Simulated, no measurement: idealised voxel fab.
Process module heading - voxel local oxidation
Each square cell in cross-section cut measures 5 nm, and the section as a whole is 205 nm wide.
Format of a cross-section: grid, square cells. Given as bands. Order: top down. Band: one or more rows of cells.
It is stipulated that each band's entry specify, in nanometres, the height of the top of the band and then that of its bottom, followed by the materials of the band in left-to-right sequence, each together with its width in nanometres. A single material marked by the word "edge to edge" is understood to fill the band from edge to edge; the word "blank" is understood to denote empty space.
Beneath 0, the wafer as received is one material, and that level is where height counting begins. The lowest band goes on downward without a bottom; it is written like "0 -> down".
Quick explanation for "30 to 40": the width changes in equal steps down the rows of cells, from the first number in the band's top row to the second number in its bottom row.
Any step labelled "nothing different" changed none of the cells in the cross-section.
Closed empty spaces (no open way to the top) of 8 cells or more are what "Closed internal voids" lists, each as width x height at distance from the left edge, nm for all three.
Note: text after step settings on the step line = simulator remark on that step.
Steps that use a mask can have "overlay nm" on their line. It says how far the mask sat to the right of where it was meant to be. Negative means to the left.
-- Process steps - plan
1) RECEIVE [material Si]
2) OXIDIZE [depth nm 5]
3) CONFORMAL_DEP [material SiN] [thk nm 10]
4) MASKED_ETCH [tone cover] [mask id ACTIVE] [width nm 105] [etch materials SiN] [depth nm 10] [overlay nm 0]
5) SELECTIVE_ETCH [etch materials SiO2] [depth nm 5]
6) OXIDIZE [depth nm 10]
7) STRIP [etch materials SiN]
-- Cross-section of the wafer upon arrival, representing the state reached after step 1
0 -> down = Si edge to edge
Closed internal voids: none
-- This is how the wafer looks in cross-section once the module is done, given the starting state and plan above and one mistake in carrying the plan out
0 -> -5 = 45 nm SiO2 | 115 nm blank | 45 nm SiO2
-5 -> -15 = 35 nm Si | 135 nm SiO2 | 35 nm Si
-15 -> down = Si edge to edge
Closed internal voids: none
Against the plan, the run slipped here: step 4: run off-plan, actual operation and settings MASKED_ETCH [tone open] [mask id ACTIVE] [width nm 105] [etch materials SiN] [depth nm 10] [overlay nm 0]
